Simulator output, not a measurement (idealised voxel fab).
The process module presented herein is designated voxel capacitor over wiring.
270 nm wide, 5 nm square cells: that's cross-section cut.
Cross-section format: a grid of square cells, given as bands from top to bottom; each band is one or more rows of cells.
Within each band entry, the heights of the top and of the bottom of the band appear first, in that order and in nm; the materials of the band then follow from left to right, each with its corresponding width in nm. The designation "everywhere" on a single material indicates that it fills the band from edge to edge; the designation "empty" indicates empty space.
Basically, 0 is our baseline, since under it the wafer straight out of the box is all one material. The bottom band has no lower end and keeps on going down, so it looks like "0 nm and below".
A two-number width, for instance "30..40", indicates that the width is equal to the first number in the top row of the band and to the second number in the bottom row, and that it changes by a constant amount per row of cells.
Any step labelled "same as before" changed none of the cells in the cross-section.
For the entry "Trapped void list", the listed items are empty spaces with no open way to the top whose size is 8 cells or more; each item follows the pattern width x height at distance, where distance is from the left edge and all three are in nm.
On a step's line, text after the settings is the simulator commenting on that step.
overlay nm: mask right of planned place by this much (step with mask). Neg. = left.

plan:
| 1 | RECEIVE [material Si] |
| 2 | CONFORMAL_DEP [material SiO2] [thk nm 10] |
| 3 | DIRECTIONAL_DEP [material TiN] [thk nm 5] |
| 4 | DIRECTIONAL_DEP [material W] [thk nm 15] |
| 5 | MASKED_ETCH [tone cover] [mask id METAL_1] [width nm 25] [pitch nm 95] [etch materials W] [depth nm 15] [overlay nm 0] |
| 6 | MASKED_ETCH [tone cover] [mask id METAL_1] [width nm 25] [pitch nm 95] [etch materials TiN] [depth nm 5] [overlay nm 0] |
| 7 | CONFORMAL_DEP [material SiCN] [thk nm 5] |
| 8 | FILL_DEP [material lowk] [thk nm 10] |
| 9 | CMP [height nm 30] |
| 10 | CONFORMAL_DEP [material SiCN] [thk nm 5] |
| 11 | DIRECTIONAL_DEP [material SiO2] [thk nm 10] |
| 12 | DIRECTIONAL_DEP [material aC] [thk nm 15] |
| 13 | PATTERN [tone open] [mask id PLUG_1] [material resist] [width nm 15] [thk nm 30] [overlay nm 0] |
| 14 | DIRECTIONAL_ETCH [etch materials aC] [depth nm 15] |
| 15 | STRIP [etch materials resist] |
| 16 | DIRECTIONAL_ETCH [etch materials SiO2] [depth nm 10] |
| 17 | DIRECTIONAL_ETCH [etch materials SiCN] [depth nm 5] |
| 18 | STRIP [etch materials aC] |
| 19 | EPI [material Ru] [thk nm 10] |
| 20 | EPI [material Ru] [thk nm 5] |
| 21 | DIRECTIONAL_DEP [material TiN] [thk nm 10] |
| 22 | DIRECTIONAL_DEP [material HfO2] [thk nm 5] |
| 23 | DIRECTIONAL_DEP [material TiN] [thk nm 5] |
| 24 | MASKED_ETCH [tone cover] [mask id UPPER_PLATE] [width nm 75] [etch materials TiN] [depth nm 5] [overlay nm 0] |
| 25 | MASKED_ETCH [tone cover] [mask id UPPER_PLATE] [width nm 75] [etch materials HfO2] [depth nm 5] [overlay nm 0] |
| 26 | DIRECTIONAL_DEP [material aC] [thk nm 10] |
| 27 | PATTERN [tone cover] [mask id LOWER_PLATE] [material resist] [width nm 85] [thk nm 25] [overlay nm 0] |
| 28 | DIRECTIONAL_ETCH [etch materials aC] [depth nm 10] |
| 29 | STRIP [etch materials resist] |
| 30 | DIRECTIONAL_ETCH [etch materials TiN] [depth nm 10] |
| 31 | STRIP [etch materials aC] |
| 32 | FILL_DEP [material SiO2] [thk nm 20] |
| 33 | CMP [height nm 80] |
| 34 | PATTERN [tone open] [mask id PLUG_2] [material resist] [width nm 15] [thk nm 20] [overlay nm 0] |
| 35 | DIRECTIONAL_ETCH [etch materials SiO2] [depth nm 15] |
| 36 | STRIP [etch materials resist] |
| 37 | CONFORMAL_DEP [material TiN] [thk nm 5] |
| 38 | FILL_DEP [material W] [thk nm 10] |
| 39 | CMP [height nm 80] |
| 40 | CONFORMAL_DEP [material SiN] [thk nm 5] |

The first of two wafers, run as planned:

Wafer cross-section on receipt, i.e. after step 1:
- 0 nm and below = Si everywhere
- Trapped void list: none

After step 2, in cross-section:
- 10 nm to 0 nm = SiO2 everywhere
- Rest of section, below 0: as before.

After step 3, in cross-section:
- 15 nm to 10 nm = TiN everywhere
- Rest of section, below 10: as before.

After step 4, in cross-section:
- 30 nm to 15 nm = W everywhere
- Rest of section, below 15: as before.

After step 5, in cross-section:
- 30 nm to 15 nm = empty: 75, then W: 25, then empty: 70, then W: 25, then empty: 75
- Rest of section, below 15: as before.

After step 6, in cross-section:
- 30 nm to 15 nm = empty: 75, then W: 25, then empty: 70, then W: 25, then empty: 75
- 15 nm to 10 nm = empty: 75, then TiN: 25, then empty: 70, then TiN: 25, then empty: 75
- Rest of section, below 10: as before.

After step 7, in cross-section:
- 35 nm to 30 nm = empty: 70, then SiCN: 35, then empty: 60, then SiCN: 35, then empty: 70
- 30 nm to 15 nm = empty: 70, then SiCN: 5, then W: 25, then SiCN: 5, then empty: 60, then SiCN: 5, then W: 25, then SiCN: 5, then empty: 70
- 15 nm to 10 nm = SiCN: 75, then TiN: 25, then SiCN: 70, then TiN: 25, then SiCN: 75
- Rest of section, below 10: as before.

After step 8, in cross-section:
- 45 nm to 35 nm = lowk everywhere
- 35 nm to 30 nm = lowk: 70, then SiCN: 35, then lowk: 60, then SiCN: 35, then lowk: 70
- 30 nm to 15 nm = lowk: 70, then SiCN: 5, then W: 25, then SiCN: 5, then lowk: 60, then SiCN: 5, then W: 25, then SiCN: 5, then lowk: 70
- Rest of section, below 15: as before.

After step 9, in cross-section:
- 30 nm to 15 nm = lowk: 70, then SiCN: 5, then W: 25, then SiCN: 5, then lowk: 60, then SiCN: 5, then W: 25, then SiCN: 5, then lowk: 70
- Rest of section, below 15: as before.

After step 10, in cross-section:
- 35 nm to 30 nm = SiCN everywhere
- Rest of section, below 30: as before.

After step 11, in cross-section:
- 45 nm to 35 nm = SiO2 everywhere
- Rest of section, below 35: as before.

After step 12, in cross-section:
- 60 nm to 45 nm = aC everywhere
- Rest of section, below 45: as before.

After step 13, in cross-section:
- 90 nm to 60 nm = resist: 85, then empty: 15, then resist: 170
- Rest of section, below 60: as before.

After step 14, in cross-section:
- 75 nm to 60 nm = resist: 85, then empty: 15, then resist: 170
- 60 nm to 45 nm = aC: 85, then empty: 15, then aC: 170
- Rest of section, below 45: as before.

After step 15, in cross-section:
- 60 nm to 45 nm = aC: 85, then empty: 15, then aC: 170
- Rest of section, below 45: as before.

After step 16, in cross-section:
- 60 nm to 45 nm = aC: 85, then empty: 15, then aC: 170
- 45 nm to 35 nm = SiO2: 85, then empty: 15, then SiO2: 170
- Rest of section, below 35: as before.

After step 17, in cross-section:
- 60 nm to 45 nm = aC: 85, then empty: 15, then aC: 170
- 45 nm to 35 nm = SiO2: 85, then empty: 15, then SiO2: 170
- 35 nm to 30 nm = SiCN: 85, then empty: 15, then SiCN: 170
- Rest of section, below 30: as before.

After step 18, in cross-section:
- 45 nm to 35 nm = SiO2: 85, then empty: 15, then SiO2: 170
- Rest of section, below 35: as before.

After step 19, in cross-section:
- 45 nm to 40 nm = SiO2: 85, then empty: 15, then SiO2: 170
- 40 nm to 35 nm = SiO2: 85, then Ru: 15, then SiO2: 170
- 35 nm to 30 nm = SiCN: 85, then Ru: 15, then SiCN: 170
- Rest of section, below 30: as before.

After step 20, in cross-section:
- 45 nm to 35 nm = SiO2: 85, then Ru: 15, then SiO2: 170
- Rest of section, below 35: as before.

After step 21, in cross-section:
- 55 nm to 45 nm = TiN everywhere
- Rest of section, below 45: as before.

After step 22, in cross-section:
- 60 nm to 55 nm = HfO2 everywhere
- Rest of section, below 55: as before.

After step 23, in cross-section:
- 65 nm to 60 nm = TiN everywhere
- Rest of section, below 60: as before.

After step 24, in cross-section:
- 65 nm to 60 nm = empty: 85, then TiN: 75, then empty: 110
- Rest of section, below 60: as before.

After step 25, in cross-section:
- 65 nm to 60 nm = empty: 85, then TiN: 75, then empty: 110
- 60 nm to 55 nm = empty: 85, then HfO2: 75, then empty: 110
- Rest of section, below 55: as before.

After step 26, in cross-section:
- 75 nm to 65 nm = empty: 85, then aC: 75, then empty: 110
- 65 nm to 60 nm = aC: 85, then TiN: 75, then aC: 110
- 60 nm to 55 nm = aC: 85, then HfO2: 75, then aC: 110
- Rest of section, below 55: as before.

After step 27, in cross-section:
- 100 nm to 75 nm = empty: 80, then resist: 85, then empty: 105
- 75 nm to 65 nm = empty: 80, then resist: 5, then aC: 75, then resist: 5, then empty: 105
- Rest of section, below 65: as before.

After step 28, in cross-section:
- 90 nm to 75 nm = empty: 80, then resist: 85, then empty: 105
- 75 nm to 65 nm = empty: 80, then resist: 5, then aC: 75, then resist: 5, then empty: 105
- 65 nm to 60 nm = empty: 80, then aC: 5, then TiN: 75, then aC: 5, then empty: 105
- 60 nm to 55 nm = empty: 80, then aC: 5, then HfO2: 75, then aC: 5, then empty: 105
- Rest of section, below 55: as before.

After step 29, in cross-section:
- 75 nm to 65 nm = empty: 85, then aC: 75, then empty: 110
- Rest of section, below 65: as before.

After step 30, in cross-section:
- 75 nm to 65 nm = empty: 85, then aC: 75, then empty: 110
- 65 nm to 60 nm = empty: 80, then aC: 5, then TiN: 75, then aC: 5, then empty: 105
- 60 nm to 55 nm = empty: 80, then aC: 5, then HfO2: 75, then aC: 5, then empty: 105
- 55 nm to 45 nm = empty: 80, then TiN: 85, then empty: 105
- Rest of section, below 45: as before.

After step 31, in cross-section:
- 65 nm to 60 nm = empty: 85, then TiN: 75, then empty: 110
- 60 nm to 55 nm = empty: 85, then HfO2: 75, then empty: 110
- Rest of section, below 55: as before.

After step 32, in cross-section:
- 85 nm to 65 nm = SiO2 everywhere
- 65 nm to 60 nm = SiO2: 85, then TiN: 75, then SiO2: 110
- 60 nm to 55 nm = SiO2: 85, then HfO2: 75, then SiO2: 110
- 55 nm to 45 nm = SiO2: 80, then TiN: 85, then SiO2: 105
- Rest of section, below 45: as before.

After step 33, in cross-section:
- 80 nm to 65 nm = SiO2 everywhere
- Rest of section, below 65: as before.

After step 34, in cross-section:
- 100 nm to 80 nm = resist: 95, then empty: 15, then resist: 160
- Rest of section, below 80: as before.

After step 35, in cross-section:
- 100 nm to 80 nm = resist: 95, then empty: 15, then resist: 160
- 80 nm to 65 nm = SiO2: 95, then empty: 15, then SiO2: 160
- Rest of section, below 65: as before.

After step 36, in cross-section:
- 80 nm to 65 nm = SiO2: 95, then empty: 15, then SiO2: 160
- Rest of section, below 65: as before.

After step 37, in cross-section:
- 85 nm to 80 nm = TiN: 100, then empty: 5, then TiN: 165
- 80 nm to 70 nm = SiO2: 95, then TiN: 5, then empty: 5, then TiN: 5, then SiO2: 160
- 70 nm to 60 nm = SiO2: 95..85, then TiN: 15..75, then SiO2: 160..110
- Rest of section, below 60: as before.

After step 38, in cross-section:
- 95 nm to 85 nm = W everywhere
- 85 nm to 80 nm = TiN: 100, then W: 5, then TiN: 165
- 80 nm to 70 nm = SiO2: 95, then TiN: 5, then W: 5, then TiN: 5, then SiO2: 160
- Rest of section, below 70: as before.

After step 39, in cross-section:
- 80 nm to 70 nm = SiO2: 95, then TiN: 5, then W: 5, then TiN: 5, then SiO2: 160
- Rest of section, below 70: as before.

After step 40, in cross-section:
- 85 nm to 80 nm = SiN everywhere
- Rest of section, below 80: as before.

The second wafer began exactly as the first did and followed the same plan, but one mistake was made while running it; through step 21 inclusive, the two wafers are identical:

Cross-section, second wafer, at the end time the plan gives for step 22: same as before

Cross-section, second wafer, at the end time the plan gives for step 23:
- 60 nm to 45 nm = TiN everywhere
- Rest of section, below 45: as before.

Cross-section, second wafer, at the end time the plan gives for step 24:
- 60 nm to 55 nm = empty: 85, then TiN: 75, then empty: 110
- Rest of section, below 55: as before.

Cross-section, second wafer, at the end time the plan gives for step 25: same as before

Cross-section, second wafer, at the end time the plan gives for step 26:
- 70 nm to 65 nm = empty: 85, then aC: 75, then empty: 110
- 65 nm to 60 nm = aC everywhere
- 60 nm to 55 nm = aC: 85, then TiN: 75, then aC: 110
- Rest of section, below 55: as before.

Cross-section, second wafer, at the end time the plan gives for step 27:
- 95 nm to 70 nm = empty: 80, then resist: 85, then empty: 105
- 70 nm to 65 nm = empty: 80, then resist: 5, then aC: 75, then resist: 5, then empty: 105
- Rest of section, below 65: as before.

Cross-section, second wafer, at the end time the plan gives for step 28:
- 85 nm to 70 nm = empty: 80, then resist: 85, then empty: 105
- 70 nm to 65 nm = empty: 80, then resist: 5, then aC: 75, then resist: 5, then empty: 105
- 65 nm to 60 nm = empty: 80, then aC: 85, then empty: 105
- 60 nm to 55 nm = empty: 80, then aC: 5, then TiN: 75, then aC: 5, then empty: 105
- Rest of section, below 55: as before.

Cross-section, second wafer, at the end time the plan gives for step 29:
- 70 nm to 60 nm = empty: 85..80, then aC: 75..85, then empty: 110..105
- Rest of section, below 60: as before.

Cross-section, second wafer, at the end time the plan gives for step 30:
- 70 nm to 60 nm = empty: 85..80, then aC: 75..85, then empty: 110..105
- 60 nm to 55 nm = empty: 80, then aC: 5, then TiN: 75, then aC: 5, then empty: 105
- 55 nm to 45 nm = empty: 80, then TiN: 85, then empty: 105
- Rest of section, below 45: as before.

Cross-section, second wafer, at the end time the plan gives for step 31:
- 60 nm to 55 nm = empty: 85, then TiN: 75, then empty: 110
- Rest of section, below 55: as before.

Cross-section, second wafer, at the end time the plan gives for step 32:
- 80 nm to 60 nm = SiO2 everywhere
- 60 nm to 55 nm = SiO2: 85, then TiN: 75, then SiO2: 110
- 55 nm to 45 nm = SiO2: 80, then TiN: 85, then SiO2: 105
- Rest of section, below 45: as before.

Cross-section, second wafer, at the end time the plan gives for step 33: same as before

Cross-section, second wafer, at the end time the plan gives for step 34:
- 100 nm to 80 nm = resist: 95, then empty: 15, then resist: 160
- Rest of section, below 80: as before.

Cross-section, second wafer, at the end time the plan gives for step 35:
- 100 nm to 80 nm = resist: 95, then empty: 15, then resist: 160
- 80 nm to 65 nm = SiO2: 95, then empty: 15, then SiO2: 160
- Rest of section, below 65: as before.

Cross-section, second wafer, at the end time the plan gives for step 36:
- 80 nm to 65 nm = SiO2: 95, then empty: 15, then SiO2: 160
- Rest of section, below 65: as before.

Cross-section, second wafer, at the end time the plan gives for step 37:
- 85 nm to 80 nm = TiN: 100, then empty: 5, then TiN: 165
- 80 nm to 70 nm = SiO2: 95, then TiN: 5, then empty: 5, then TiN: 5, then SiO2: 160
- 70 nm to 65 nm = SiO2: 95, then TiN: 15, then SiO2: 160
- Rest of section, below 65: as before.

Cross-section, second wafer, at the end time the plan gives for step 38:
- 95 nm to 85 nm = W everywhere
- 85 nm to 80 nm = TiN: 100, then W: 5, then TiN: 165
- 80 nm to 70 nm = SiO2: 95, then TiN: 5, then W: 5, then TiN: 5, then SiO2: 160
- Rest of section, below 70: as before.

Cross-section, second wafer, at the end time the plan gives for step 39:
- 80 nm to 70 nm = SiO2: 95, then TiN: 5, then W: 5, then TiN: 5, then SiO2: 160
- Rest of section, below 70: as before.

Cross-section, second wafer, at the end time the plan gives for step 40:
- 85 nm to 80 nm = SiN everywhere
- Rest of section, below 80: as before.
What was the processing mistake? step 22 of the plan was bypassed and not carried out
Wafer comparison, final, in cells, second relative to first, materials more or fewer: -15 HfO2; +15 SiO2
